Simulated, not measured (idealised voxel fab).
You're looking at the process module voxel capacitor over wiring.
In the cross-section labelled cut, the width is 230 nm and each square cell is 5 nm.
Notation: cross-section as square-cell grid; stated in bands, top first, going down; one or more cell rows per band.
Heights first: top, then bottom, in nm. Then materials, left to right, each with a width in nm. "edge to edge" on a single material: fills the band edge to edge. "blank": empty space.
Note: height 0 marks the level under which the wafer is uniformly one material as received. Lowest band unbounded below, written "0 -> down".
It should be noted that a width expressed as "30..40" varies in equal increments from row to row of cells within the band, taking the value of the first number at the top row and that of the second number at the bottom row.
The cross-section has no changed cell in any step marked "all unchanged".
Empty spaces without an open route to the top, at least 8 cells in extent, make up the entry "Unvented voids"; each is given as width x height at distance, where the distance is measured from the left edge, and all are in nm.
The remark found on a step's line after its settings is issued by the simulator itself and pertains to that step.
"overlay nm" denotes, for a step that has a mask, the displacement of the mask to the right of its planned place, with negative values corresponding to the left.
Planned process steps:
1,op RECEIVE | material Si
2,op CONFORMAL_DEP | material SiO2 | thk nm 10
3,op DIRECTIONAL_DEP | material TiN | thk nm 5
4,op DIRECTIONAL_DEP | material W | thk nm 25
5,op DIRECTIONAL_DEP | material aC | thk nm 10
6,op PATTERN | tone cover | mask id METAL_1 | material resist | width nm 30 | pitch nm 85 | thk nm 30 | overlay nm 0
7,op DIRECTIONAL_ETCH | etch materials aC | depth nm 10
8,op STRIP | etch materials resist
9,op DIRECTIONAL_ETCH | etch materials W | depth nm 25
10,op DIRECTIONAL_ETCH | etch materials TiN | depth nm 5
11,op STRIP | etch materials aC
12,op FILL_DEP | material SiO2 | thk nm 5
13,op CMP | height nm 40
14,op CONFORMAL_DEP | material SiCN | thk nm 5
15,op DIRECTIONAL_DEP | material SiO2 | thk nm 20
16,op PATTERN | tone open | mask id PLUG_1 | material resist | width nm 15 | thk nm 20 | overlay nm 0
17,op DIRECTIONAL_ETCH | etch materials SiO2 | depth nm 20
18,op DIRECTIONAL_ETCH | etch materials SiCN | depth nm 5
19,op STRIP | etch materials resist
20,op CONFORMAL_DEP | material TiN | thk nm 5
21,op FILL_DEP | material Ru | thk nm 10
22,op CMP | height nm 65
23,op DIRECTIONAL_DEP | material TiN | thk nm 10
24,op DIRECTIONAL_DEP | material SiN | thk nm 5
25,op DIRECTIONAL_DEP | material TiN | thk nm 10
26,op PATTERN | tone cover | mask id UPPER_PLATE | material resist | width nm 60 | thk nm 20 | overlay nm 0
27,op DIRECTIONAL_ETCH | etch materials TiN | depth nm 10
28,op DIRECTIONAL_ETCH | etch materials SiN | depth nm 5
29,op STRIP | etch materials resist
30,op PATTERN | tone cover | mask id LOWER_PLATE | material resist | width nm 70 | thk nm 15 | overlay nm 0
31,op DIRECTIONAL_ETCH | etch materials TiN | depth nm 10
32,op STRIP | etch materials resist
33,op FILL_DEP | material SiO2 | thk nm 15
34,op CMP | height nm 100
35,op PATTERN | tone open | mask id PLUG_2 | material resist | width nm 15 | thk nm 20 | overlay nm 0
36,op DIRECTIONAL_ETCH | etch materials SiO2 | depth nm 10
37,op STRIP | etch materials resist
38,op CONFORMAL_DEP | material TiN | thk nm 5
39,op FILL_DEP | material W | thk nm 10
40,op CMP | height nm 100
41,op CONFORMAL_DEP | material SiN | thk nm 5
First wafer out of two, processed as planned:
Incoming wafer in cross-section (state: after step 1):
  0 -> down = Si edge to edge
  Unvented voids: none
The wafer in cross-section once step 2 is complete:
  10 -> 0 = SiO2 edge to edge
  Anything lower than 0 is untouched.
The wafer in cross-section once step 3 is complete:
  15 -> 10 = TiN edge to edge
  Anything lower than 10 is untouched.
The wafer in cross-section once step 4 is complete:
  40 -> 15 = W edge to edge
  Anything lower than 15 is untouched.
The wafer in cross-section once step 5 is complete:
  50 -> 40 = aC edge to edge
  Anything lower than 40 is untouched.
The wafer in cross-section once step 6 is complete:
  80 -> 50 = blank (55), resist (30), blank (55), resist (30), blank (60)
  Anything lower than 50 is untouched.
The wafer in cross-section once step 7 is complete:
  70 -> 50 = blank (55), resist (30), blank (55), resist (30), blank (60)
  50 -> 40 = blank (55), aC (30), blank (55), aC (30), blank (60)
  Anything lower than 40 is untouched.
The wafer in cross-section once step 8 is complete:
  50 -> 40 = blank (55), aC (30), blank (55), aC (30), blank (60)
  Anything lower than 40 is untouched.
The wafer in cross-section once step 9 is complete:
  50 -> 40 = blank (55), aC (30), blank (55), aC (30), blank (60)
  40 -> 15 = blank (55), W (30), blank (55), W (30), blank (60)
  Anything lower than 15 is untouched.
The wafer in cross-section once step 10 is complete:
  50 -> 40 = blank (55), aC (30), blank (55), aC (30), blank (60)
  40 -> 15 = blank (55), W (30), blank (55), W (30), blank (60)
  15 -> 10 = blank (55), TiN (30), blank (55), TiN (30), blank (60)
  Anything lower than 10 is untouched.
The wafer in cross-section once step 11 is complete:
  40 -> 15 = blank (55), W (30), blank (55), W (30), blank (60)
  Anything lower than 15 is untouched.
The wafer in cross-section once step 12 is complete:
  45 -> 40 = SiO2 edge to edge
  40 -> 15 = SiO2 (55), W (30), SiO2 (55), W (30), SiO2 (60)
  15 -> 10 = SiO2 (55), TiN (30), SiO2 (55), TiN (30), SiO2 (60)
  Anything lower than 10 is untouched.
The wafer in cross-section once step 13 is complete:
  40 -> 15 = SiO2 (55), W (30), SiO2 (55), W (30), SiO2 (60)
  Anything lower than 15 is untouched.
The wafer in cross-section once step 14 is complete:
  45 -> 40 = SiCN edge to edge
  Anything lower than 40 is untouched.
The wafer in cross-section once step 15 is complete:
  65 -> 45 = SiO2 edge to edge
  Anything lower than 45 is untouched.
The wafer in cross-section once step 16 is complete:
  85 -> 65 = resist (70), blank (15), resist (145)
  Anything lower than 65 is untouched.
The wafer in cross-section once step 17 is complete:
  85 -> 65 = resist (70), blank (15), resist (145)
  65 -> 45 = SiO2 (70), blank (15), SiO2 (145)
  Anything lower than 45 is untouched.
The wafer in cross-section once step 18 is complete:
  85 -> 65 = resist (70), blank (15), resist (145)
  65 -> 45 = SiO2 (70), blank (15), SiO2 (145)
  45 -> 40 = SiCN (70), blank (15), SiCN (145)
  Anything lower than 40 is untouched.
The wafer in cross-section once step 19 is complete:
  65 -> 45 = SiO2 (70), blank (15), SiO2 (145)
  Anything lower than 45 is untouched.
The wafer in cross-section once step 20 is complete:
  70 -> 65 = TiN (75), blank (5), TiN (150)
  65 -> 45 = SiO2 (70), TiN (5), blank (5), TiN (5), SiO2 (145)
  45 -> 40 = SiCN (70), TiN (15), SiCN (145)
  Anything lower than 40 is untouched.
The wafer in cross-section once step 21 is complete:
  80 -> 70 = Ru edge to edge
  70 -> 65 = TiN (75), Ru (5), TiN (150)
  65 -> 45 = SiO2 (70), TiN (5), Ru (5), TiN (5), SiO2 (145)
  Anything lower than 45 is untouched.
The wafer in cross-section once step 22 is complete:
  65 -> 45 = SiO2 (70), TiN (5), Ru (5), TiN (5), SiO2 (145)
  Anything lower than 45 is untouched.
The wafer in cross-section once step 23 is complete:
  75 -> 65 = TiN edge to edge
  Anything lower than 65 is untouched.
The wafer in cross-section once step 24 is complete:
  80 -> 75 = SiN edge to edge
  Anything lower than 75 is untouched.
The wafer in cross-section once step 25 is complete:
  90 -> 80 = TiN edge to edge
  Anything lower than 80 is untouched.
The wafer in cross-section once step 26 is complete:
  110 -> 90 = blank (70), resist (60), blank (100)
  Anything lower than 90 is untouched.
The wafer in cross-section once step 27 is complete:
  110 -> 90 = blank (70), resist (60), blank (100)
  90 -> 80 = blank (70), TiN (60), blank (100)
  Anything lower than 80 is untouched.
The wafer in cross-section once step 28 is complete:
  110 -> 90 = blank (70), resist (60), blank (100)
  90 -> 80 = blank (70), TiN (60), blank (100)
  80 -> 75 = blank (70), SiN (60), blank (100)
  Anything lower than 75 is untouched.
The wafer in cross-section once step 29 is complete:
  90 -> 80 = blank (70), TiN (60), blank (100)
  Anything lower than 80 is untouched.
The wafer in cross-section once step 30 is complete:
  105 -> 90 = blank (65), resist (70), blank (95)
  90 -> 80 = blank (65), resist (5), TiN (60), resist (5), blank (95)
  80 -> 75 = blank (65), resist (5), SiN (60), resist (5), blank (95)
  Anything lower than 75 is untouched.
The wafer in cross-section once step 31 is complete:
  105 -> 90 = blank (65), resist (70), blank (95)
  90 -> 80 = blank (65), resist (5), TiN (60), resist (5), blank (95)
  80 -> 75 = blank (65), resist (5), SiN (60), resist (5), blank (95)
  75 -> 65 = blank (65), TiN (70), blank (95)
  Anything lower than 65 is untouched.
The wafer in cross-section once step 32 is complete:
  90 -> 80 = blank (70), TiN (60), blank (100)
  80 -> 75 = blank (70), SiN (60), blank (100)
  Anything lower than 75 is untouched.
The wafer in cross-section once step 33 is complete:
  105 -> 90 = SiO2 edge to edge
  90 -> 80 = SiO2 (70), TiN (60), SiO2 (100)
  80 -> 75 = SiO2 (70), SiN (60), SiO2 (100)
  75 -> 65 = SiO2 (65), TiN (70), SiO2 (95)
  Anything lower than 65 is untouched.
The wafer in cross-section once step 34 is complete:
  100 -> 90 = SiO2 edge to edge
  Anything lower than 90 is untouched.
The wafer in cross-section once step 35 is complete:
  120 -> 100 = resist (80), blank (15), resist (135)
  Anything lower than 100 is untouched.
The wafer in cross-section once step 36 is complete:
  120 -> 100 = resist (80), blank (15), resist (135)
  100 -> 90 = SiO2 (80), blank (15), SiO2 (135)
  Anything lower than 90 is untouched.
The wafer in cross-section once step 37 is complete:
  100 -> 90 = SiO2 (80), blank (15), SiO2 (135)
  Anything lower than 90 is untouched.
The wafer in cross-section once step 38 is complete:
  105 -> 100 = TiN (85), blank (5), TiN (140)
  100 -> 95 = SiO2 (80), TiN (5), blank (5), TiN (5), SiO2 (135)
  95 -> 90 = SiO2 (80), TiN (15), SiO2 (135)
  Anything lower than 90 is untouched.
The wafer in cross-section once step 39 is complete:
  115 -> 105 = W edge to edge
  105 -> 100 = TiN (85), W (5), TiN (140)
  100 -> 95 = SiO2 (80), TiN (5), W (5), TiN (5), SiO2 (135)
  Anything lower than 95 is untouched.
The wafer in cross-section once step 40 is complete:
  100 -> 95 = SiO2 (80), TiN (5), W (5), TiN (5), SiO2 (135)
  Anything lower than 95 is untouched.
The wafer in cross-section once step 41 is complete:
  105 -> 100 = SiN edge to edge
  Anything lower than 100 is untouched.
Second Wafer (Identical Start and Plan, One Processing Error; Matches First Wafer Through Step 32):
Second wafer, cross-section, planned end of step 33:
  105 -> 90 = SiCN edge to edge
  90 -> 80 = SiCN (70), TiN (60), SiCN (100)
  80 -> 75 = SiCN (70), SiN (60), SiCN (100)
  75 -> 65 = SiCN (65), TiN (70), SiCN (95)
  Anything lower than 65 is untouched.
Second wafer, cross-section, planned end of step 34:
  100 -> 90 = SiCN edge to edge
  Anything lower than 90 is untouched.
Second wafer, cross-section, planned end of step 35:
  120 -> 100 = resist (80), blank (15), resist (135)
  Anything lower than 100 is untouched.
Second wafer, cross-section, planned end of step 36: all unchanged
Second wafer, cross-section, planned end of step 37:
  100 -> 90 = SiCN edge to edge
  Anything lower than 90 is untouched.
Second wafer, cross-section, planned end of step 38:
  105 -> 100 = TiN edge to edge
  Anything lower than 100 is untouched.
Second wafer, cross-section, planned end of step 39:
  115 -> 105 = W edge to edge
  Anything lower than 105 is untouched.
Second wafer, cross-section, planned end of step 40:
  100 -> 90 = SiCN edge to edge
  Anything lower than 90 is untouched.
Second wafer, cross-section, planned end of step 41:
  105 -> 100 = SiN edge to edge
  Anything lower than 100 is untouched.
Against the plan, the run slipped here: step 33 changed vs plan, executed as op FILL_DEP | material SiCN | thk nm 15
Final cells, second wafer relative to first, materials higher or lower: +258 SiCN, -252 SiO2, -5 TiN, -1 W
